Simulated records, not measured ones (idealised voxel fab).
process module | voxel self aligned contacts
cross-section cut | 240 nm wide | cells 5 nm
A cross-section is a grid of square cells, given in bands from the top down. A band is one or more rows of cells.
Each band's line starts with the height of the band's top and of its bottom, in nm. Then come its materials from left to right, each with its width in nm. One material with "throughout" fills the band from edge to edge. "air" is empty space.
Height 0 is the level under which the wafer as received is all one material. The lowest band goes on downwards, as in "0 down".
A width such as "30 to 40" changes by the same amount from each row of cells to the next, from the band's top row to its bottom row.
"no change" after a step means that no cell of the cross-section changed.
closed voids: empty space of 8 cells or more with no open way to the top, each as width x height at its distance from the left edge, in nm
after a step's settings: what the simulator itself notes on the step
overlay nm, on a step with a mask: how far to the right of its planned place the mask lay; to the left if negative
plan
1 op RECEIVE | material Si
2 op OXIDIZE | depth nm 5
3 op DIRECTIONAL_DEP | material polySi | thk nm 20
4 op DIRECTIONAL_DEP | material SiN | thk nm 20
5 op DIRECTIONAL_DEP | material aC | thk nm 15
6 op PATTERN | tone cover | mask id GATE | material resist | width nm 30 | pitch nm 70 | thk nm 30 | overlay nm 0
7 op DIRECTIONAL_ETCH | etch materials aC | depth nm 15
8 op STRIP | etch materials resist
9 op DIRECTIONAL_ETCH | etch materials SiN | depth nm 20
10 op DIRECTIONAL_ETCH | etch materials polySi | depth nm 20
11 op STRIP | etch materials aC
12 op CONFORMAL_DEP | material SiN | thk nm 10
13 op DIRECTIONAL_ETCH | etch materials SiN | depth nm 10
14 op FILL_DEP | material SiO2 | thk nm 20
15 op CMP | height nm 50
16 op PATTERN | tone open | mask id CONTACT | material resist | width nm 50 | thk nm 20 | overlay nm 0
17 op DIRECTIONAL_ETCH | etch materials SiO2 | depth nm 55
18 op STRIP | etch materials resist
19 op CONFORMAL_DEP | material TiN | thk nm 5
20 op FILL_DEP | material W | thk nm 10
21 op CMP | height nm 50
22 op CONFORMAL_DEP | material SiCN | thk nm 5
as received, after step 1
  0 down: Si throughout
  closed voids: none
first wafer at the end, as planned
  55 to 50: SiCN throughout
  50 to 40: SiO2 95 | TiN 5 to 20 | W 40 to 10 | TiN 5 to 20 | SiO2 95
  40 to 20: SiO2 60 | SiN 50 | TiN 5 | W 10 | TiN 5 | SiN 50 | SiO2 60
  20 to 0: SiO2 60 | SiN 10 | polySi 30 | SiN 10 | TiN 5 | W 10 | TiN 5 | SiN 10 | polySi 30 | SiN 10 | SiO2 60
  0 to -5: SiO2 110 | TiN 20 | SiO2 110
  -5 down: Si throughout
  closed voids: none
second wafer at the end: like start, like plan, one mistake
  55 to 50: SiCN throughout
  50 to 40: SiO2 95 | TiN 5 to 20 | W 40 to 10 | TiN 5 to 20 | SiO2 95
  40 to 25: SiO2 60 | SiN 10 | polySi 30 | SiN 10 | TiN 5 | W 10 | TiN 5 | SiN 10 | polySi 30 | SiN 10 | SiO2 60
  25 to 20: SiO2 60 | SiN 10 | polySi 30 | SiN 10 | TiN 20 | SiN 10 | polySi 30 | SiN 10 | SiO2 60
  20 to 0: SiN throughout
  0 to -5: SiO2 throughout
  -5 down: Si throughout
  closed voids: none
what went wrong: steps 3 and 4 were swapped
at the end the second wafer has, in cells: 112 more of SiN | 92 fewer of SiO2 | 10 fewer of TiN | 10 fewer of W
